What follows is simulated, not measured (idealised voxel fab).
process module | voxel tone inversion
cross-section cut | 210 nm wide | cells 5 nm
A cross-section is a grid of square cells, given in bands from the top down. A band is one or more rows of cells.
Each band's line starts with the height of the band's top and of its bottom, in nm. Then come its materials from left to right, each with its width in nm. One material with "throughout" fills the band from edge to edge. "air" is empty space.
Height 0 is the level under which the wafer as received is all one material. The lowest band goes on downwards, as in "0 down".
A width such as "30 to 40" changes by the same amount from each row of cells to the next, from the band's top row to its bottom row.
"no change" after a step means that no cell of the cross-section changed.
closed voids: empty space of 8 cells or more with no open way to the top, each as width x height at its distance from the left edge, in nm
after a step's settings: what the simulator itself notes on the step
overlay nm, on a step with a mask: how far to the right of its planned place the mask lay; to the left if negative
plan
1 op RECEIVE | material Si
2 op CONFORMAL_DEP | material SiCN | thk nm 10
3 op DIRECTIONAL_DEP | material aC | thk nm 15
4 op PATTERN | tone cover | mask id POSTS | material resist | width nm 15 | pitch nm 30 | thk nm 25 | overlay nm 0
5 op DIRECTIONAL_ETCH | etch materials aC | depth nm 15
6 op STRIP | etch materials resist
7 op FILL_DEP | material lowk | thk nm 10
8 op CMP | height nm 25
9 op STRIP | etch materials aC
as received, after step 1
  0 down: Si throughout
  closed voids: none
a wafer at the end: this start, this plan, one mistake
  25 to 15: lowk throughout
  15 to 0: lowk 80 | aC 15 | lowk 15 | aC 15 | lowk 85
  0 down: Si throughout
  closed voids: none
what went wrong: step 2 was left out
